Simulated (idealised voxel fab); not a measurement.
Herein follows the process module entitled voxel wiring stack.
It is cross-section cut that appears here, measuring 240 nm in width, its square cells being 5 nm in size.
How to read a cross-section here: the picture is a grid of square cells, written as bands going from the top down, and any band can span one or more rows of cells.
Band entry format. Leading values: height of top, height of bottom, nm. Remainder: materials in left-to-right order, each with its width in nm. Special words: "full width" on a single material, which then fills the band edge to edge; "blank", empty space.
Beneath 0, the wafer as received is one material, and that level is where height counting begins. The lowest band goes on downward without a bottom; it is written like "0 -> down".
The expression "30 to 40" gives the width at the extremes of the band, the first number at its top row of cells and the second at its bottom row, with the width changing by equal amounts from each row to the next in between.
"no change" means the step left every cell of the cross-section as it was.
Enclosed voids (no open way to top), threshold 8 cells or more, entry "Closed void entries", notation width x height at distance, distance from left edge, nm.
On each step's line, the part that comes after the settings is the simulator's own comment on the step.
overlay nm: where the mask lay relative to plan, measured to the right, on steps with a mask; negatives go left.
[These are the steps we planned for the process]
| 1 | RECEIVE: material Si |
| 2 | CONFORMAL_DEP: material SiO2, thk nm 10 |
| 3 | DIRECTIONAL_DEP: material TiN, thk nm 5 |
| 4 | DIRECTIONAL_DEP: material Ru, thk nm 15 |
| 5 | DIRECTIONAL_DEP: material aC, thk nm 10 |
| 6 | PATTERN: tone cover, mask id METAL_1, material resist, width nm 20, pitch nm 50, thk nm 30, overlay nm 0 |
| 7 | DIRECTIONAL_ETCH: etch materials aC, depth nm 10 |
| 8 | STRIP: etch materials resist |
| 9 | DIRECTIONAL_ETCH: etch materials Ru, depth nm 15 |
| 10 | DIRECTIONAL_ETCH: etch materials TiN, depth nm 5 |
| 11 | STRIP: etch materials aC |
| 12 | CONFORMAL_DEP: material SiN, thk nm 5 |
| 13 | FILL_DEP: material SiO2, thk nm 10 |
| 14 | CMP: height nm 30 |
| 15 | CONFORMAL_DEP: material SiCN, thk nm 5 |
| 16 | DIRECTIONAL_DEP: material lowk, thk nm 10 |
| 17 | PATTERN: tone open, mask id PLUG_1, material resist, width nm 15, pitch nm 50, thk nm 15, overlay nm 0 |
| 18 | DIRECTIONAL_ETCH: etch materials lowk, depth nm 10 |
| 19 | DIRECTIONAL_ETCH: etch materials SiCN, depth nm 5 |
| 20 | STRIP: etch materials resist |
| 21 | EPI: material Ru, thk nm 10 |
| 22 | EPI: material Ru, thk nm 5 |
| 23 | CONFORMAL_DEP: material SiN, thk nm 5 |
| 24 | DIRECTIONAL_DEP: material SiO2, thk nm 20 |
| 25 | PATTERN: tone open, mask id METAL_2, material resist, width nm 20, pitch nm 50, thk nm 15, overlay nm 0 |
| 26 | DIRECTIONAL_ETCH: etch materials SiO2, depth nm 20 |
| 27 | DIRECTIONAL_ETCH: etch materials SiN, depth nm 5 |
| 28 | STRIP: etch materials resist |
| 29 | CONFORMAL_DEP: material TiN, thk nm 5 |
| 30 | FILL_DEP: material Cu, thk nm 5 |
| 31 | CMP: height nm 70 |
| 32 | EPI: material Ru, thk nm 5 |
| 33 | FILL_DEP: material SiCN, thk nm 5 |
| 34 | DIRECTIONAL_DEP: material SiO2, thk nm 15 |
| 35 | MASKED_ETCH: tone open, mask id PLUG_2, width nm 15, pitch nm 50, etch materials SiO2, depth nm 15, overlay nm 0 |
| 36 | MASKED_ETCH: tone open, mask id PLUG_2, width nm 15, pitch nm 50, etch materials SiCN, depth nm 5, overlay nm 0 |
| 37 | EPI: material Ru, thk nm 10 |
| 38 | EPI: material Ru, thk nm 10 |
| 39 | DIRECTIONAL_DEP: material TiN, thk nm 5 |
| 40 | DIRECTIONAL_DEP: material Ru, thk nm 25 |
| 41 | MASKED_ETCH: tone cover, mask id METAL_3, width nm 20, pitch nm 50, etch materials Ru, depth nm 25, overlay nm 0 |
| 42 | MASKED_ETCH: tone cover, mask id METAL_3, width nm 20, pitch nm 50, etch materials TiN, depth nm 5, overlay nm 0 |
| 43 | FILL_DEP: material lowk, thk nm 5 |
| 44 | CMP: height nm 125 |
| 45 | CONFORMAL_DEP: material SiN, thk nm 5 |
[Received-state cross-section, reflecting completion of step 1]
    0 -> down  Si full width
    Closed void entries: none
[First of two wafers: cross-section at end of module, run per plan]
    130 -> 125  SiN full width
    125 -> 100  60 lowk  20 Ru  30 lowk  20 Ru  30 lowk  20 Ru  60 lowk
    100 -> 95  60 lowk  20 TiN  30 lowk  20 TiN  30 lowk  20 TiN  60 lowk
    95 -> 80  60 SiO2  15 Ru  35 SiO2  15 Ru  35 SiO2  15 Ru  65 SiO2
    80 -> 70  60 to 55 SiCN  15 to 30 Ru  35 to 20 SiCN  15 to 30 Ru  35 to 20 SiCN  15 to 30 Ru  65 to 55 SiCN
    70 -> 50  60 SiO2  5 TiN  10 Cu  5 TiN  30 SiO2  5 TiN  10 Cu  5 TiN  30 SiO2  5 TiN  10 Cu  5 TiN  60 SiO2
    50 -> 45  60 SiN  20 TiN  30 SiN  20 TiN  30 SiN  20 TiN  60 SiN
    45 -> 35  60 lowk  15 Ru  35 lowk  15 Ru  35 lowk  15 Ru  65 lowk
    35 -> 30  60 SiCN  15 Ru  35 SiCN  15 Ru  35 SiCN  15 Ru  65 SiCN
    30 -> 15  55 SiO2  5 SiN  20 Ru  5 SiN  20 SiO2  5 SiN  20 Ru  5 SiN  20 SiO2  5 SiN  20 Ru  5 SiN  55 SiO2
    15 -> 10  60 SiN  20 TiN  30 SiN  20 TiN  30 SiN  20 TiN  60 SiN
    10 -> 0  SiO2 full width
    0 -> down  Si full width
    Closed void entries: none
[second wafer at the end: like start, like plan, one mistake]
    130 -> 125  SiN full width
    125 -> 115  60 lowk  20 Ru  30 lowk  20 Ru  30 lowk  20 Ru  60 lowk
    115 -> 110  60 lowk  15 Ru  5 TiN  30 lowk  15 Ru  5 TiN  30 lowk  15 Ru  5 TiN  60 lowk
    110 -> 100  60 SiO2  15 Ru  35 SiO2  15 Ru  35 SiO2  15 Ru  65 SiO2
    100 -> 95  60 SiO2  15 TiN  35 SiO2  15 TiN  35 SiO2  15 TiN  65 SiO2
    95 -> 80  SiO2 full width
    80 -> 75  SiCN full width
    75 -> 70  55 SiCN  30 Ru  20 SiCN  30 Ru  20 SiCN  30 Ru  55 SiCN
    70 -> 50  60 SiO2  5 TiN  10 Cu  5 TiN  30 SiO2  5 TiN  10 Cu  5 TiN  30 SiO2  5 TiN  10 Cu  5 TiN  60 SiO2
    50 -> 45  60 SiN  20 TiN  30 SiN  20 TiN  30 SiN  20 TiN  60 SiN
    45 -> 35  60 lowk  15 Ru  35 lowk  15 Ru  35 lowk  15 Ru  65 lowk
    35 -> 30  60 SiCN  15 Ru  35 SiCN  15 Ru  35 SiCN  15 Ru  65 SiCN
    30 -> 15  55 SiO2  5 SiN  20 Ru  5 SiN  20 SiO2  5 SiN  20 Ru  5 SiN  20 SiO2  5 SiN  20 Ru  5 SiN  55 SiO2
    15 -> 10  60 SiN  20 TiN  30 SiN  20 TiN  30 SiN  20 TiN  60 SiN
    10 -> 0  SiO2 full width
    0 -> down  Si full width
    Closed void entries: none
Error vs. plan: step 34 of the plan was twice carried out
At the finish, the second wafer shows more or fewer cells for some materials than the first does: Ru -45; SiCN +9; SiO2 +144; lowk -108
